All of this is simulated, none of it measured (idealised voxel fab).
Process module heading - voxel transistor to metal
It is cross-section cut that appears here, measuring 280 nm in width, its square cells being 5 nm in size.
Cross-section spec: square-cell grid; bands listed top down; each band is one or more rows. Per band: top height and bottom height in nm, followed by the left-to-right materials and their widths in nm; "full width" marks a single material spanning edge to edge, "empty" marks empty space. The reference from which all heights are counted is 0, the level beneath which the as-received wafer is entirely one material; the lowest band, having no lower bound, proceeds downward and is written after the example "from 0 down". A two-number width, for instance "30 to 40", indicates that the width is equal to the first number in the top row of the band and to the second number in the bottom row, and that it changes by a constant amount per row of cells. Any step labelled "all unchanged" changed none of the cells in the cross-section. This entry, "Fully enclosed voids", enumerates those empty regions of no fewer than 8 cells that possess no open connection to the top. Each region is reported in the form width x height at distance, the distance being taken from the left edge, with all three quantities expressed in nm. Where a step's line continues beyond its settings, the continuation is a remark by the simulator itself on that step. If you see "overlay nm" on a step's line and that step has a mask, it's telling you how far right of where it was planned the mask ended up; a negative number means it went left instead.

Set out below are the planned steps of the process:
1. RECEIVE, material Si
2. OXIDIZE, depth nm 5
3. CONFORMAL_DEP, material SiN, thk nm 15
4. MASKED_ETCH, tone cover, mask id ACTIVE, width nm 100, pitch nm 130, etch materials SiN, depth nm 15, overlay nm 0
5. MASKED_ETCH, tone cover, mask id ACTIVE, width nm 100, pitch nm 130, etch materials SiO2, depth nm 5, overlay nm 0
6. MASKED_ETCH, tone cover, mask id ACTIVE, width nm 100, pitch nm 130, etch materials Si, depth nm 25, overlay nm 0
7. OXIDIZE, depth nm 5
8. FILL_DEP, material SiO2, thk nm 5
9. CMP, height nm 15
10. SELECTIVE_ETCH, etch materials SiO2, depth nm 15
11. STRIP, etch materials SiN
12. SELECTIVE_ETCH, etch materials SiO2, depth nm 5
13. OXIDIZE, depth nm 5
14. DIRECTIONAL_DEP, material polySi, thk nm 20
15. DIRECTIONAL_DEP, material SiCN, thk nm 10
16. MASKED_ETCH, tone cover, mask id GATE, width nm 20, pitch nm 130, etch materials SiCN, depth nm 20, overlay nm 0
17. MASKED_ETCH, tone cover, mask id GATE, width nm 20, pitch nm 130, etch materials polySi, depth nm 30, overlay nm 0
18. CONFORMAL_DEP, material SiN, thk nm 5
19. DIRECTIONAL_ETCH, etch materials SiN, depth nm 5
20. DIRECTIONAL_ETCH, etch materials SiO2, depth nm 5
21. EPI, material pSi, thk nm 5
22. FILL_DEP, material SiO2, thk nm 10
23. CMP, height nm 25
24. DIRECTIONAL_DEP, material SiO2, thk nm 10
25. DIRECTIONAL_DEP, material aC, thk nm 15
26. PATTERN, tone open, mask id CONTACT, material resist, width nm 30, thk nm 30, overlay nm 0
27. DIRECTIONAL_ETCH, etch materials aC, depth nm 15
28. STRIP, etch materials resist
29. DIRECTIONAL_ETCH, etch materials SiO2, depth nm 40
30. STRIP, etch materials aC
31. CONFORMAL_DEP, material TiN, thk nm 5
32. FILL_DEP, material W, thk nm 10
33. CMP, height nm 35
34. CONFORMAL_DEP, material SiN, thk nm 5
35. DIRECTIONAL_DEP, material SiO2, thk nm 15
36. DIRECTIONAL_DEP, material aC, thk nm 10
37. PATTERN, tone open, mask id METAL_1, material resist, width nm 15, thk nm 30, overlay nm 0
38. DIRECTIONAL_ETCH, etch materials aC, depth nm 10
39. STRIP, etch materials resist
40. DIRECTIONAL_ETCH, etch materials SiO2, depth nm 15
41. DIRECTIONAL_ETCH, etch materials SiN, depth nm 5
42. STRIP, etch materials aC
43. CONFORMAL_DEP, material TiN, thk nm 5
44. FILL_DEP, material Cu, thk nm 10
45. CMP, height nm 55
46. CONFORMAL_DEP, material SiN, thk nm 5

Cross-section of the incoming wafer, state after step 1:
    from 0 down = Si full width
    Fully enclosed voids: none

Cross-section at module end, one run error; start and plan unchanged from above:
    from 75 to 70 = SiN full width
    from 70 to 60 = Cu full width
    from 60 to 55 = TiN 35, Cu 5, TiN 70, Cu 5, TiN 50, Cu 5, TiN 70, Cu 5, TiN 35
    from 55 to 40 = SiO2 30, TiN 5, Cu 5, TiN 5, SiO2 60, TiN 5, Cu 5, TiN 5, SiO2 40, TiN 5, Cu 5, TiN 5, SiO2 60, TiN 5, Cu 5, TiN 5, SiO2 30
    from 40 to 35 = SiN 30, TiN 15, SiN 60, TiN 15, SiN 40, TiN 15, SiN 60, TiN 15, SiN 30
    from 35 to 25 = SiO2 30, TiN 5, W 20, TiN 5, SiO2 30, TiN 5, W 20, TiN 5, SiO2 40, TiN 5, W 20, TiN 5, SiO2 30, TiN 5, W 20, TiN 5, SiO2 30
    from 25 to 15 = SiO2 30, TiN 5, W 20, TiN 5, SiN 5, SiCN 20, SiN 5, TiN 5, W 20, TiN 5, SiO2 40, TiN 5, W 20, TiN 5, SiN 5, SiCN 20, SiN 5, TiN 5, W 20, TiN 5, SiO2 30
    from 15 to 0 = SiO2 30, TiN 5, W 20, TiN 5, SiN 5, polySi 20, SiN 5, TiN 5, W 20, TiN 5, SiO2 40, TiN 5, W 20, TiN 5, SiN 5, polySi 20, SiN 5, TiN 5, W 20, TiN 5, SiO2 30
    from 0 to -5 = SiO2 30, TiN 30, SiN 5, polySi 20, SiN 5, TiN 30, SiO2 40, TiN 30, SiN 5, polySi 20, SiN 5, TiN 30, SiO2 30
    from -5 to -10 = SiO2 25, pSi 35, SiO2 30, pSi 35, SiO2 30, pSi 35, SiO2 30, pSi 35, SiO2 25
    from -10 to -35 = SiO2 30, Si 90, SiO2 40, Si 90, SiO2 30
    from -35 down = Si full width
    Fully enclosed voids: none
Processing error: step 45 in the plan did not get run; it was skipped
